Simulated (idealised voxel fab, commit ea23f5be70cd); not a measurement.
This section sets out a process module, namely voxel transistor to metal.
Xsec cut, 155 nm wide, square cell size 5 nm.
How to read a cross-section here: the picture is a grid of square cells, written as bands going from the top down, and any band can span one or more rows of cells. It is stipulated that each band's entry specify, in nanometres, the height of the top of the band and then that of its bottom, followed by the materials of the band in left-to-right sequence, each together with its width in nanometres. A single material marked by the word "full width" is understood to fill the band from edge to edge; the word "empty" is understood to denote empty space. Heights are reckoned from 0. Under this level, the received wafer is all of one material. The bottommost band is open-ended downward, for example "from 0 down". Think of "30..40" as a width that walks from the first number to the second as you go down the band, top row to bottom row, taking equal-sized steps from row to row. When a step is marked "changes: none", none of the cells in the cross-section changed during that step. If an empty space has no open way to the top and is at least 8 cells in size, "Sealed voids" lists it, written width x height at distance, where distance is measured from the left edge and every value is in nm. On a step's line, text after the settings is the simulator commenting on that step. overlay nm: right-of-plan distance of the mask on a masked step; negative values mean left-of-plan.
PROCESS STEPS - PLAN
| 1 | RECEIVE, material Si |
| 2 | CONFORMAL_DEP, material SiO2, thk nm 5 |
| 3 | CONFORMAL_DEP, material SiN, thk nm 15 |
| 4 | DIRECTIONAL_DEP, material aC, thk nm 10 |
| 5 | PATTERN, tone cover, mask id ACTIVE, material resist, width nm 95, thk nm 30, overlay nm 0 |
| 6 | DIRECTIONAL_ETCH, etch materials aC, depth nm 10 |
| 7 | STRIP, etch materials resist |
| 8 | DIRECTIONAL_ETCH, etch materials SiN, depth nm 15 |
| 9 | DIRECTIONAL_ETCH, etch materials SiO2, depth nm 5 |
| 10 | DIRECTIONAL_ETCH, etch materials Si, depth nm 20 |
| 11 | STRIP, etch materials aC |
| 12 | FILL_DEP, material SiO2, thk nm 10 |
| 13 | CMP, height nm 20 |
| 14 | SELECTIVE_ETCH, etch materials SiO2, depth nm 10 |
| 15 | STRIP, etch materials SiN |
| 16 | SELECTIVE_ETCH, etch materials SiO2, depth nm 5 |
| 17 | OXIDIZE, depth nm 5 |
| 18 | DIRECTIONAL_DEP, material polySi, thk nm 25 |
| 19 | DIRECTIONAL_DEP, material SiCN, thk nm 15 |
| 20 | DIRECTIONAL_DEP, material aC, thk nm 15 |
| 21 | PATTERN, tone cover, mask id GATE, material resist, width nm 15, thk nm 35, overlay nm 0 |
| 22 | DIRECTIONAL_ETCH, etch materials aC, depth nm 15 |
| 23 | STRIP, etch materials resist |
| 24 | DIRECTIONAL_ETCH, etch materials SiCN, depth nm 25 |
| 25 | DIRECTIONAL_ETCH, etch materials polySi, depth nm 35 |
| 26 | STRIP, etch materials aC |
| 27 | CONFORMAL_DEP, material SiO2, thk nm 5 |
| 28 | DIRECTIONAL_ETCH, etch materials SiO2, depth nm 5 |
| 29 | CONFORMAL_DEP, material SiN, thk nm 10 |
| 30 | DIRECTIONAL_ETCH, etch materials SiN, depth nm 10 |
| 31 | DIRECTIONAL_ETCH, etch materials SiO2, depth nm 5 |
| 32 | DIRECTIONAL_ETCH, etch materials Si, depth nm 10 |
| 33 | EPI, material SiGe, thk nm 10 |
| 34 | FILL_DEP, material SiO2, thk nm 10 |
| 35 | CMP, height nm 40 |
| 36 | DIRECTIONAL_DEP, material SiO2, thk nm 10 |
| 37 | DIRECTIONAL_DEP, material aC, thk nm 15 |
| 38 | PATTERN, tone open, mask id CONTACT, material resist, width nm 30, pitch nm 55, thk nm 30, overlay nm 0 |
| 39 | DIRECTIONAL_ETCH, etch materials aC, depth nm 15 |
| 40 | STRIP, etch materials resist |
| 41 | DIRECTIONAL_ETCH, etch materials SiO2, depth nm 45 |
| 42 | STRIP, etch materials aC |
| 43 | CONFORMAL_DEP, material TiN, thk nm 5 |
| 44 | FILL_DEP, material Ru, thk nm 10 |
| 45 | CMP, height nm 50 |
| 46 | DIRECTIONAL_DEP, material TiN, thk nm 5 |
| 47 | DIRECTIONAL_DEP, material W, thk nm 20 |
| 48 | MASKED_ETCH, tone cover, mask id METAL_1, width nm 20, pitch nm 65, etch materials W, depth nm 20, overlay nm 0 |
| 49 | MASKED_ETCH, tone cover, mask id METAL_1, width nm 20, pitch nm 65, etch materials TiN, depth nm 5, overlay nm 0 |
| 50 | FILL_DEP, material SiO2, thk nm 10 |
| 51 | CMP, height nm 75 |
| 52 | CONFORMAL_DEP, material SiN, thk nm 5 |
BELOW: THE FIRST OF TWO WAFERS, RUN AS PLANNED
WAFER CROSS-SECTION ON RECEIPT, I.E. AFTER STEP 1
	from 0 down: Si full width
	Sealed voids: none
ONCE STEP 2 IS THROUGH, THE WAFER LOOKS LIKE THIS IN CROSS-SECTION
	from 5 to 0: SiO2 full width
	No changes below 0.
ONCE STEP 3 IS THROUGH, THE WAFER LOOKS LIKE THIS IN CROSS-SECTION
	from 20 to 5: SiN full width
	No changes below 5.
ONCE STEP 4 IS THROUGH, THE WAFER LOOKS LIKE THIS IN CROSS-SECTION
	from 30 to 20: aC full width
	No changes below 20.
ONCE STEP 5 IS THROUGH, THE WAFER LOOKS LIKE THIS IN CROSS-SECTION
	from 60 to 30: 30 of empty | 95 of resist | 30 of empty
	No changes below 30.
ONCE STEP 6 IS THROUGH, THE WAFER LOOKS LIKE THIS IN CROSS-SECTION
	from 50 to 30: 30 of empty | 95 of resist | 30 of empty
	from 30 to 20: 30 of empty | 95 of aC | 30 of empty
	No changes below 20.
ONCE STEP 7 IS THROUGH, THE WAFER LOOKS LIKE THIS IN CROSS-SECTION
	from 30 to 20: 30 of empty | 95 of aC | 30 of empty
	No changes below 20.
ONCE STEP 8 IS THROUGH, THE WAFER LOOKS LIKE THIS IN CROSS-SECTION
	from 30 to 20: 30 of empty | 95 of aC | 30 of empty
	from 20 to 5: 30 of empty | 95 of SiN | 30 of empty
	No changes below 5.
ONCE STEP 9 IS THROUGH, THE WAFER LOOKS LIKE THIS IN CROSS-SECTION
	from 30 to 20: 30 of empty | 95 of aC | 30 of empty
	from 20 to 5: 30 of empty | 95 of SiN | 30 of empty
	from 5 to 0: 30 of empty | 95 of SiO2 | 30 of empty
	No changes below 0.
ONCE STEP 10 IS THROUGH, THE WAFER LOOKS LIKE THIS IN CROSS-SECTION
	from 30 to 20: 30 of empty | 95 of aC | 30 of empty
	from 20 to 5: 30 of empty | 95 of SiN | 30 of empty
	from 5 to 0: 30 of empty | 95 of SiO2 | 30 of empty
	from 0 to -20: 30 of empty | 95 of Si | 30 of empty
	No changes below -20.
ONCE STEP 11 IS THROUGH, THE WAFER LOOKS LIKE THIS IN CROSS-SECTION
	from 20 to 5: 30 of empty | 95 of SiN | 30 of empty
	No changes below 5.
ONCE STEP 12 IS THROUGH, THE WAFER LOOKS LIKE THIS IN CROSS-SECTION
	from 30 to 20: SiO2 full width
	from 20 to 5: 30 of SiO2 | 95 of SiN | 30 of SiO2
	from 5 to 0: SiO2 full width
	from 0 to -20: 30 of SiO2 | 95 of Si | 30 of SiO2
	No changes below -20.
ONCE STEP 13 IS THROUGH, THE WAFER LOOKS LIKE THIS IN CROSS-SECTION
	from 20 to 5: 30 of SiO2 | 95 of SiN | 30 of SiO2
	No changes below 5.
ONCE STEP 14 IS THROUGH, THE WAFER LOOKS LIKE THIS IN CROSS-SECTION
	from 20 to 10: 30 of empty | 95 of SiN | 30 of empty
	No changes below 10.
ONCE STEP 15 IS THROUGH, THE WAFER LOOKS LIKE THIS IN CROSS-SECTION
	from 10 to 5: 30 of SiO2 | 95 of empty | 30 of SiO2
	No changes below 5.
ONCE STEP 16 IS THROUGH, THE WAFER LOOKS LIKE THIS IN CROSS-SECTION
	from 5 to 0: 25 of SiO2 | 105 of empty | 25 of SiO2
	No changes below 0.
ONCE STEP 17 IS THROUGH, THE WAFER LOOKS LIKE THIS IN CROSS-SECTION
	from 5 to 0: 25 of SiO2 | 105 of empty | 25 of SiO2
	from 0 to -5: SiO2 full width
	No changes below -5.
ONCE STEP 18 IS THROUGH, THE WAFER LOOKS LIKE THIS IN CROSS-SECTION
	from 30 to 25: 25 of polySi | 105 of empty | 25 of polySi
	from 25 to 5: polySi full width
	from 5 to 0: 25 of SiO2 | 105 of polySi | 25 of SiO2
	No changes below 0.
ONCE STEP 19 IS THROUGH, THE WAFER LOOKS LIKE THIS IN CROSS-SECTION
	from 45 to 40: 25 of SiCN | 105 of empty | 25 of SiCN
	from 40 to 30: SiCN full width
	from 30 to 25: 25 of polySi | 105 of SiCN | 25 of polySi
	No changes below 25.
ONCE STEP 20 IS THROUGH, THE WAFER LOOKS LIKE THIS IN CROSS-SECTION
	from 60 to 55: 25 of aC | 105 of empty | 25 of aC
	from 55 to 45: aC full width
	from 45 to 40: 25 of SiCN | 105 of aC | 25 of SiCN
	No changes below 40.
ONCE STEP 21 IS THROUGH, THE WAFER LOOKS LIKE THIS IN CROSS-SECTION
	from 95 to 60: 70 of empty | 15 of resist | 70 of empty
	from 60 to 55: 25 of aC | 45 of empty | 15 of resist | 45 of empty | 25 of aC
	No changes below 55.
ONCE STEP 22 IS THROUGH, THE WAFER LOOKS LIKE THIS IN CROSS-SECTION
	from 80 to 55: 70 of empty | 15 of resist | 70 of empty
	from 55 to 45: 70 of empty | 15 of aC | 70 of empty
	from 45 to 40: 25 of SiCN | 45 of empty | 15 of aC | 45 of empty | 25 of SiCN
	No changes below 40.
ONCE STEP 23 IS THROUGH, THE WAFER LOOKS LIKE THIS IN CROSS-SECTION
	from 55 to 45: 70 of empty | 15 of aC | 70 of empty
	No changes below 45.
ONCE STEP 24 IS THROUGH, THE WAFER LOOKS LIKE THIS IN CROSS-SECTION
	from 55 to 40: 70 of empty | 15 of aC | 70 of empty
	from 40 to 30: 70 of empty | 15 of SiCN | 70 of empty
	from 30 to 25: 25 of polySi | 45 of empty | 15 of SiCN | 45 of empty | 25 of polySi
	No changes below 25.
ONCE STEP 25 IS THROUGH, THE WAFER LOOKS LIKE THIS IN CROSS-SECTION
	from 55 to 40: 70 of empty | 15 of aC | 70 of empty
	from 40 to 25: 70 of empty | 15 of SiCN | 70 of empty
	from 25 to 5: 70 of empty | 15 of polySi | 70 of empty
	from 5 to 0: 25 of SiO2 | 45 of empty | 15 of polySi | 45 of empty | 25 of SiO2
	No changes below 0.
ONCE STEP 26 IS THROUGH, THE WAFER LOOKS LIKE THIS IN CROSS-SECTION
	from 40 to 25: 70 of empty | 15 of SiCN | 70 of empty
	No changes below 25.
ONCE STEP 27 IS THROUGH, THE WAFER LOOKS LIKE THIS IN CROSS-SECTION
	from 45 to 40: 65 of empty | 25 of SiO2 | 65 of empty
	from 40 to 25: 65 of empty | 5 of SiO2 | 15 of SiCN | 5 of SiO2 | 65 of empty
	from 25 to 10: 65 of empty | 5 of SiO2 | 15 of polySi | 5 of SiO2 | 65 of empty
	from 10 to 5: 30 of SiO2 | 35 of empty | 5 of SiO2 | 15 of polySi | 5 of SiO2 | 35 of empty | 30 of SiO2
	from 5 to 0: 70 of SiO2 | 15 of polySi | 70 of SiO2
	No changes below 0.
ONCE STEP 28 IS THROUGH, THE WAFER LOOKS LIKE THIS IN CROSS-SECTION
	from 40 to 25: 65 of empty | 5 of SiO2 | 15 of SiCN | 5 of SiO2 | 65 of empty
	from 25 to 5: 65 of empty | 5 of SiO2 | 15 of polySi | 5 of SiO2 | 65 of empty
	from 5 to 0: 30 of SiO2 | 35 of empty | 5 of SiO2 | 15 of polySi | 5 of SiO2 | 35 of empty | 30 of SiO2
	No changes below 0.
ONCE STEP 29 IS THROUGH, THE WAFER LOOKS LIKE THIS IN CROSS-SECTION
	from 50 to 40: 55 of empty | 45 of SiN | 55 of empty
	from 40 to 25: 55 of empty | 10 of SiN | 5 of SiO2 | 15 of SiCN | 5 of SiO2 | 10 of SiN | 55 of empty
	from 25 to 15: 55 of empty | 10 of SiN | 5 of SiO2 | 15 of polySi | 5 of SiO2 | 10 of SiN | 55 of empty
	from 15 to 10: 40 of SiN | 15 of empty | 10 of SiN | 5 of SiO2 | 15 of polySi | 5 of SiO2 | 10 of SiN | 15 of empty | 40 of SiN
	from 10 to 5: 65 of SiN | 5 of SiO2 | 15 of polySi | 5 of SiO2 | 65 of SiN
	from 5 to 0: 30 of SiO2 | 35 of SiN | 5 of SiO2 | 15 of polySi | 5 of SiO2 | 35 of SiN | 30 of SiO2
	No changes below 0.
ONCE STEP 30 IS THROUGH, THE WAFER LOOKS LIKE THIS IN CROSS-SECTION
	from 40 to 25: 55 of empty | 10 of SiN | 5 of SiO2 | 15 of SiCN | 5 of SiO2 | 10 of SiN | 55 of empty
	from 25 to 5: 55 of empty | 10 of SiN | 5 of SiO2 | 15 of polySi | 5 of SiO2 | 10 of SiN | 55 of empty
	from 5 to 0: 30 of SiO2 | 10 of SiN | 15 of empty | 10 of SiN | 5 of SiO2 | 15 of polySi | 5 of SiO2 | 10 of SiN | 15 of empty | 10 of SiN | 30 of SiO2
	No changes below 0.
ONCE STEP 31 IS THROUGH, THE WAFER LOOKS LIKE THIS IN CROSS-SECTION
	from 40 to 35: 55 of empty | 10 of SiN | 5 of empty | 15 of SiCN | 5 of empty | 10 of SiN | 55 of empty
	from 35 to 25: 55 of empty | 10 of SiN | 5 of SiO2 | 15 of SiCN | 5 of SiO2 | 10 of SiN | 55 of empty
	from 25 to 5: 55 of empty | 10 of SiN | 5 of SiO2 | 15 of polySi | 5 of SiO2 | 10 of SiN | 55 of empty
	from 5 to 0: 30 of empty | 10 of SiN | 15 of empty | 10 of SiN | 5 of SiO2 | 15 of polySi | 5 of SiO2 | 10 of SiN | 15 of empty | 10 of SiN | 30 of empty
	from 0 to -5: 40 of SiO2 | 15 of empty | 45 of SiO2 | 15 of empty | 40 of SiO2
	No changes below -5.
ONCE STEP 32 IS THROUGH, THE WAFER LOOKS LIKE THIS IN CROSS-SECTION
	from 40 to 35: 55 of empty | 10 of SiN | 5 of empty | 15 of SiCN | 5 of empty | 10 of SiN | 55 of empty
	from 35 to 25: 55 of empty | 10 of SiN | 5 of SiO2 | 15 of SiCN | 5 of SiO2 | 10 of SiN | 55 of empty
	from 25 to 5: 55 of empty | 10 of SiN | 5 of SiO2 | 15 of polySi | 5 of SiO2 | 10 of SiN | 55 of empty
	from 5 to 0: 30 of empty | 10 of SiN | 15 of empty | 10 of SiN | 5 of SiO2 | 15 of polySi | 5 of SiO2 | 10 of SiN | 15 of empty | 10 of SiN | 30 of empty
	from 0 to -5: 40 of SiO2 | 15 of empty | 45 of SiO2 | 15 of empty | 40 of SiO2
	from -5 to -15: 30 of SiO2 | 10 of Si | 15 of empty | 45 of Si | 15 of empty | 10 of Si | 30 of SiO2
	No changes below -15.
ONCE STEP 33 IS THROUGH, THE WAFER LOOKS LIKE THIS IN CROSS-SECTION
	from 40 to 35: 55 of empty | 10 of SiN | 5 of empty | 15 of SiCN | 5 of empty | 10 of SiN | 55 of empty
	from 35 to 25: 55 of empty | 10 of SiN | 5 of SiO2 | 15 of SiCN | 5 of SiO2 | 10 of SiN | 55 of empty
	from 25 to 5: 55 of empty | 10 of SiN | 5 of SiO2 | 15 of polySi | 5 of SiO2 | 10 of SiN | 55 of empty
	from 5 to 0: 30 of empty | 10 of SiN | 15 of SiGe | 10 of SiN | 5 of SiO2 | 15 of polySi | 5 of SiO2 | 10 of SiN | 15 of SiGe | 10 of SiN | 30 of empty
	from 0 to -5: 40 of SiO2 | 15 of SiGe | 45 of SiO2 | 15 of SiGe | 40 of SiO2
	from -5 to -15: 30 of SiO2 | 10 of Si | 15 of SiGe | 45 of Si | 15 of SiGe | 10 of Si | 30 of SiO2
	No changes below -15.
ONCE STEP 34 IS THROUGH, THE WAFER LOOKS LIKE THIS IN CROSS-SECTION
	from 50 to 40: SiO2 full width
	from 40 to 25: 55 of SiO2 | 10 of SiN | 5 of SiO2 | 15 of SiCN | 5 of SiO2 | 10 of SiN | 55 of SiO2
	from 25 to 5: 55 of SiO2 | 10 of SiN | 5 of SiO2 | 15 of polySi | 5 of SiO2 | 10 of SiN | 55 of SiO2
	from 5 to 0: 30 of SiO2 | 10 of SiN | 15 of SiGe | 10 of SiN | 5 of SiO2 | 15 of polySi | 5 of SiO2 | 10 of SiN | 15 of SiGe | 10 of SiN | 30 of SiO2
	No changes below 0.
ONCE STEP 35 IS THROUGH, THE WAFER LOOKS LIKE THIS IN CROSS-SECTION
	from 40 to 25: 55 of SiO2 | 10 of SiN | 5 of SiO2 | 15 of SiCN | 5 of SiO2 | 10 of SiN | 55 of SiO2
	No changes below 25.
ONCE STEP 36 IS THROUGH, THE WAFER LOOKS LIKE THIS IN CROSS-SECTION
	from 50 to 40: SiO2 full width
	No changes below 40.
ONCE STEP 37 IS THROUGH, THE WAFER LOOKS LIKE THIS IN CROSS-SECTION
	from 65 to 50: aC full width
	No changes below 50.
ONCE STEP 38 IS THROUGH, THE WAFER LOOKS LIKE THIS IN CROSS-SECTION
	from 95 to 65: 35 of resist | 30 of empty | 25 of resist | 30 of empty | 35 of resist
	No changes below 65.
ONCE STEP 39 IS THROUGH, THE WAFER LOOKS LIKE THIS IN CROSS-SECTION
	from 80 to 65: 35 of resist | 30 of empty | 25 of resist | 30 of empty | 35 of resist
	from 65 to 50: 35 of aC | 30 of empty | 25 of aC | 30 of empty | 35 of aC
	No changes below 50.
ONCE STEP 40 IS THROUGH, THE WAFER LOOKS LIKE THIS IN CROSS-SECTION
	from 65 to 50: 35 of aC | 30 of empty | 25 of aC | 30 of empty | 35 of aC
	No changes below 50.
ONCE STEP 41 IS THROUGH, THE WAFER LOOKS LIKE THIS IN CROSS-SECTION
	from 65 to 50: 35 of aC | 30 of empty | 25 of aC | 30 of empty | 35 of aC
	from 50 to 40: 35 of SiO2 | 30 of empty | 25 of SiO2 | 30 of empty | 35 of SiO2
	from 40 to 25: 35 of SiO2 | 20 of empty | 10 of SiN | 5 of SiO2 | 15 of SiCN | 5 of SiO2 | 10 of SiN | 20 of empty | 35 of SiO2
	from 25 to 5: 35 of SiO2 | 20 of empty | 10 of SiN | 5 of SiO2 | 15 of polySi | 5 of SiO2 | 10 of SiN | 20 of empty | 35 of SiO2
	No changes below 5.
ONCE STEP 42 IS THROUGH, THE WAFER LOOKS LIKE THIS IN CROSS-SECTION
	from 50 to 40: 35 of SiO2 | 30 of empty | 25 of SiO2 | 30 of empty | 35 of SiO2
	No changes below 40.
ONCE STEP 43 IS THROUGH, THE WAFER LOOKS LIKE THIS IN CROSS-SECTION
	from 55 to 50: 40 of TiN | 20 of empty | 35 of TiN | 20 of empty | 40 of TiN
	from 50 to 40: 35 of SiO2 | 5 of TiN | 20..10 of empty | 5..15 of TiN | 25 of SiO2 | 5..15 of TiN | 20..10 of empty | 5 of TiN | 35 of SiO2
	from 40 to 25: 35 of SiO2 | 5 of TiN | 10 of empty | 5 of TiN | 10 of SiN | 5 of SiO2 | 15 of SiCN | 5 of SiO2 | 10 of SiN | 5 of TiN | 10 of empty | 5 of TiN | 35 of SiO2
	from 25 to 10: 35 of SiO2 | 5 of TiN | 10 of empty | 5 of TiN | 10 of SiN | 5 of SiO2 | 15 of polySi | 5 of SiO2 | 10 of SiN | 5 of TiN | 10 of empty | 5 of TiN | 35 of SiO2
	from 10 to 5: 35 of SiO2 | 20 of TiN | 10 of SiN | 5 of SiO2 | 15 of polySi | 5 of SiO2 | 10 of SiN | 20 of TiN | 35 of SiO2
	No changes below 5.
ONCE STEP 44 IS THROUGH, THE WAFER LOOKS LIKE THIS IN CROSS-SECTION
	from 65 to 55: Ru full width
	from 55 to 50: 40 of TiN | 20 of Ru | 35 of TiN | 20 of Ru | 40 of TiN
	from 50 to 40: 35 of SiO2 | 5 of TiN | 20..10 of Ru | 5..15 of TiN | 25 of SiO2 | 5..15 of TiN | 20..10 of Ru | 5 of TiN | 35 of SiO2
	from 40 to 25: 35 of SiO2 | 5 of TiN | 10 of Ru | 5 of TiN | 10 of SiN | 5 of SiO2 | 15 of SiCN | 5 of SiO2 | 10 of SiN | 5 of TiN | 10 of Ru | 5 of TiN | 35 of SiO2
	from 25 to 10: 35 of SiO2 | 5 of TiN | 10 of Ru | 5 of TiN | 10 of SiN | 5 of SiO2 | 15 of polySi | 5 of SiO2 | 10 of SiN | 5 of TiN | 10 of Ru | 5 of TiN | 35 of SiO2
	No changes below 10.
ONCE STEP 45 IS THROUGH, THE WAFER LOOKS LIKE THIS IN CROSS-SECTION
	from 50 to 40: 35 of SiO2 | 5 of TiN | 20..10 of Ru | 5..15 of TiN | 25 of SiO2 | 5..15 of TiN | 20..10 of Ru | 5 of TiN | 35 of SiO2
	No changes below 40.
ONCE STEP 46 IS THROUGH, THE WAFER LOOKS LIKE THIS IN CROSS-SECTION
	from 55 to 50: TiN full width
	No changes below 50.
ONCE STEP 47 IS THROUGH, THE WAFER LOOKS LIKE THIS IN CROSS-SECTION
	from 75 to 55: W full width
	No changes below 55.
ONCE STEP 48 IS THROUGH, THE WAFER LOOKS LIKE THIS IN CROSS-SECTION
	from 75 to 55: 35 of empty | 20 of W | 45 of empty | 20 of W | 35 of empty
	No changes below 55.
ONCE STEP 49 IS THROUGH, THE WAFER LOOKS LIKE THIS IN CROSS-SECTION
	from 75 to 55: 35 of empty | 20 of W | 45 of empty | 20 of W | 35 of empty
	from 55 to 50: 35 of empty | 20 of TiN | 45 of empty | 20 of TiN | 35 of empty
	No changes below 50.
ONCE STEP 50 IS THROUGH, THE WAFER LOOKS LIKE THIS IN CROSS-SECTION
	from 85 to 75: SiO2 full width
	from 75 to 55: 35 of SiO2 | 20 of W | 45 of SiO2 | 20 of W | 35 of SiO2
	from 55 to 50: 35 of SiO2 | 20 of TiN | 45 of SiO2 | 20 of TiN | 35 of SiO2
	No changes below 50.
ONCE STEP 51 IS THROUGH, THE WAFER LOOKS LIKE THIS IN CROSS-SECTION
	from 75 to 55: 35 of SiO2 | 20 of W | 45 of SiO2 | 20 of W | 35 of SiO2
	No changes below 55.
ONCE STEP 52 IS THROUGH, THE WAFER LOOKS LIKE THIS IN CROSS-SECTION
	from 80 to 75: SiN full width
	No changes below 75.
OKAY, SECOND WAFER. NOTHING DIFFERENT AT THE START, NOTHING DIFFERENT IN THE PLAN, JUST ONE MISTAKE SOMEWHERE IN THE RUNNING. AS FAR AS STEP 47, COUNTING THAT STEP, IT'S THE FIRST WAFER ALL OVER AGAIN
SECOND WAFER PROFILE IN SECTION, AT THE MOMENT STEP 48 OF THE PLAN WAS MEANT TO BE COMPLETE
	from 75 to 55: 30 of empty | 20 of W | 45 of empty | 20 of W | 40 of empty
	No changes below 55.
SECOND WAFER PROFILE IN SECTION, AT THE MOMENT STEP 49 OF THE PLAN WAS MEANT TO BE COMPLETE
	from 75 to 55: 30 of empty | 20 of W | 45 of empty | 20 of W | 40 of empty
	from 55 to 50: 30 of empty | 25 of TiN | 40 of empty | 25 of TiN | 35 of empty
	No changes below 50.
SECOND WAFER PROFILE IN SECTION, AT THE MOMENT STEP 50 OF THE PLAN WAS MEANT TO BE COMPLETE
	from 85 to 75: SiO2 full width
	from 75 to 55: 30 of SiO2 | 20 of W | 45 of SiO2 | 20 of W | 40 of SiO2
	from 55 to 50: 30 of SiO2 | 25 of TiN | 40 of SiO2 | 25 of TiN | 35 of SiO2
	No changes below 50.
SECOND WAFER PROFILE IN SECTION, AT THE MOMENT STEP 51 OF THE PLAN WAS MEANT TO BE COMPLETE
	from 75 to 55: 30 of SiO2 | 20 of W | 45 of SiO2 | 20 of W | 40 of SiO2
	No changes below 55.
SECOND WAFER PROFILE IN SECTION, AT THE MOMENT STEP 52 OF THE PLAN WAS MEANT TO BE COMPLETE
	from 80 to 75: SiN full width
	No changes below 75.
It is concluded that the wafer was processed incorrectly with respect to the plan, in that step 48 changed vs plan, executed as MASKED_ETCH, tone cover, mask id METAL_1, width nm 20, pitch nm 65, etch materials W, depth nm 20, overlay nm -5
Cell-count delta at end, second wafer over first, by material: SiO2 -2 | TiN +2
